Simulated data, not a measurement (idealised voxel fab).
The name of this process module is voxel capacitor over wiring.
This is section cut - it's 210 nm across, gridded in 5 nm square cells.
In what follows, cross-sections appear as grids of square cells, described through bands that run from the top down, where every band is one or more rows of cells. Top height, bottom height, nm. Materials left to right, width each, nm. Single material + "full width" = fills band edge to edge. "air" = empty. It should be noted that heights are counted from 0, beneath which the wafer as supplied is of one material throughout, and that the lowest band possesses no lower boundary but continues downward, as written in "top 0, no bottom". A width given as "30->40" starts at the first number in the band's top row and ends at the second number in its bottom row, shifting by an equal amount at every step from row to row. Any step labelled "changes: none" changed none of the cells in the cross-section. "Completely sealed voids" contains a list of empty spaces, each no smaller than 8 cells and without an open way to the top, written in the form width x height at distance with the distance from the left edge and all three in nm. What comes after the settings on a step's line is commentary from the simulator itself on that step. overlay nm, on a step with a mask: how far to the right of its planned place the mask lay; to the left if negative.

Here's what the planned process steps look like
1. RECEIVE,material Si
2. CONFORMAL_DEP,material SiO2,thk nm 10
3. CONFORMAL_DEP,material SiCN,thk nm 5
4. DIRECTIONAL_DEP,material SiO2,thk nm 15
5. PATTERN,tone open,mask id METAL_1,material resist,width nm 25,pitch nm 80,thk nm 20,overlay nm 0
6. DIRECTIONAL_ETCH,etch materials SiO2,depth nm 25
7. DIRECTIONAL_ETCH,etch materials SiCN,depth nm 5
8. STRIP,etch materials resist
9. CONFORMAL_DEP,material TiN,thk nm 5
10. FILL_DEP,material Ru,thk nm 10
11. CMP,height nm 40
12. CONFORMAL_DEP,material SiCN,thk nm 5
13. DIRECTIONAL_DEP,material lowk,thk nm 15
14. PATTERN,tone open,mask id PLUG_1,material resist,width nm 15,thk nm 15,overlay nm 0
15. DIRECTIONAL_ETCH,etch materials lowk,depth nm 15
16. DIRECTIONAL_ETCH,etch materials SiCN,depth nm 5
17. STRIP,etch materials resist
18. EPI,material Ru,thk nm 10
19. EPI,material Ru,thk nm 10
20. DIRECTIONAL_DEP,material TiN,thk nm 10
21. DIRECTIONAL_DEP,material Al2O3,thk nm 5
22. DIRECTIONAL_DEP,material TiN,thk nm 10
23. DIRECTIONAL_DEP,material aC,thk nm 10
24. PATTERN,tone cover,mask id UPPER_PLATE,material resist,width nm 60,thk nm 25,overlay nm 0
25. DIRECTIONAL_ETCH,etch materials aC,depth nm 10
26. STRIP,etch materials resist
27. DIRECTIONAL_ETCH,etch materials TiN,depth nm 10
28. DIRECTIONAL_ETCH,etch materials Al2O3,depth nm 5
29. STRIP,etch materials aC
30. DIRECTIONAL_DEP,material aC,thk nm 15
31. PATTERN,tone cover,mask id LOWER_PLATE,material resist,width nm 70,thk nm 30,overlay nm 0
32. DIRECTIONAL_ETCH,etch materials aC,depth nm 15
33. STRIP,etch materials resist
34. DIRECTIONAL_ETCH,etch materials TiN,depth nm 10
35. STRIP,etch materials aC
36. FILL_DEP,material SiO2,thk nm 15
37. CMP,height nm 95
38. DIRECTIONAL_DEP,material aC,thk nm 10
39. PATTERN,tone open,mask id PLUG_2,material resist,width nm 15,thk nm 25,overlay nm 0
40. DIRECTIONAL_ETCH,etch materials aC,depth nm 10
41. STRIP,etch materials resist
42. DIRECTIONAL_ETCH,etch materials SiO2,depth nm 10
43. STRIP,etch materials aC
44. CONFORMAL_DEP,material TiN,thk nm 5
45. FILL_DEP,material Cu,thk nm 5
46. CMP,height nm 95
47. CONFORMAL_DEP,material SiN,thk nm 5
Variable across wafers: step 4 thk nm (plan value is that of the first wafer; starting state common to all).

The first of several wafers, as received after step 1, seen in section
    top 0, no bottom  Si full width
    Completely sealed voids: none

End of module: cross-section of the first of several wafers after step 47, the last step
    top 100, bottom 95  SiN full width
    top 95, bottom 90  SiO2=70  TiN=5  Cu=5  TiN=5  SiO2=125
    top 90, bottom 85  SiO2=70  TiN=15  SiO2=125
    top 85, bottom 75  SiO2=60  TiN=60  SiO2=90
    top 75, bottom 70  SiO2=60  Al2O3=60  SiO2=90
    top 70, bottom 60  SiO2=55  TiN=70  SiO2=85
    top 60, bottom 45  lowk=60  Ru=15  lowk=135
    top 45, bottom 40  SiCN=60  Ru=15  SiCN=135
    top 40, bottom 35  Ru full width
    top 35, bottom 30  TiN=55  Ru=15  TiN=65  Ru=15  TiN=60
    top 30, bottom 15  SiO2=50  TiN=5  Ru=15  TiN=5  SiO2=55  TiN=5  Ru=15  TiN=5  SiO2=55
    top 15, bottom 10  SiCN=50  TiN=25  SiCN=55  TiN=25  SiCN=55
    top 10, bottom 0  SiO2 full width
    top 0, no bottom  Si full width
    Completely sealed voids: none

The final wafer, sectioned at module end
    top 100, bottom 95  SiN full width
    top 95, bottom 90  SiO2=70  TiN=5  Cu=5  TiN=5  SiO2=125
    top 90, bottom 85  SiO2=70  TiN=15  SiO2=125
    top 85, bottom 75  SiO2=60  TiN=60  SiO2=90
    top 75, bottom 70  SiO2=60  Al2O3=60  SiO2=90
    top 70, bottom 60  SiO2=55  TiN=70  SiO2=85
    top 60, bottom 45  lowk=60  Ru=15  lowk=135
    top 45, bottom 40  SiCN=60  Ru=15  SiCN=135
    top 40, bottom 35  SiO2=50  TiN=5  Ru=15  TiN=5  SiO2=55  TiN=5  Ru=15  TiN=5  SiO2=55
    top 35, bottom 30  SiO2=50  TiN=25  SiO2=55  TiN=25  SiO2=55
    top 30, bottom 15  SiO2 full width
    top 15, bottom 10  SiCN full width
    top 10, bottom 0  SiO2 full width
    top 0, no bottom  Si full width
    Completely sealed voids: none

Per-wafer rows below. For each material: cells gained (+) or lost (-) since the wafer was received, as of end of module. Then: closed voids
thk nm 15 | +12 Al2O3 | +1 Cu | +78 Ru | +71 SiCN | +42 SiN | +404 SiO2 | +115 TiN | +117 lowk | Completely sealed voids: none
thk nm 20 | +12 Al2O3 | +1 Cu | +42 Ru | +71 SiCN | +42 SiN | +436 SiO2 | +119 TiN | +117 lowk | Completely sealed voids: none
thk nm 25 | +12 Al2O3 | +1 Cu | +42 Ru | +71 SiCN | +42 SiN | +468 SiO2 | +87 TiN | +117 lowk | Completely sealed voids: none
thk nm 30 | +12 Al2O3 | +1 Cu | +30 Ru | +81 SiCN | +42 SiN | +478 SiO2 | +79 TiN | +117 lowk | Completely sealed voids: none
thk nm 35 | +12 Al2O3 | +1 Cu | +24 Ru | +81 SiCN | +42 SiN | +488 SiO2 | +75 TiN | +117 lowk | Completely sealed voids: none
thk nm 40 | +12 Al2O3 | +1 Cu | +18 Ru | +81 SiCN | +42 SiN | +498 SiO2 | +71 TiN | +117 lowk | Completely sealed voids: none
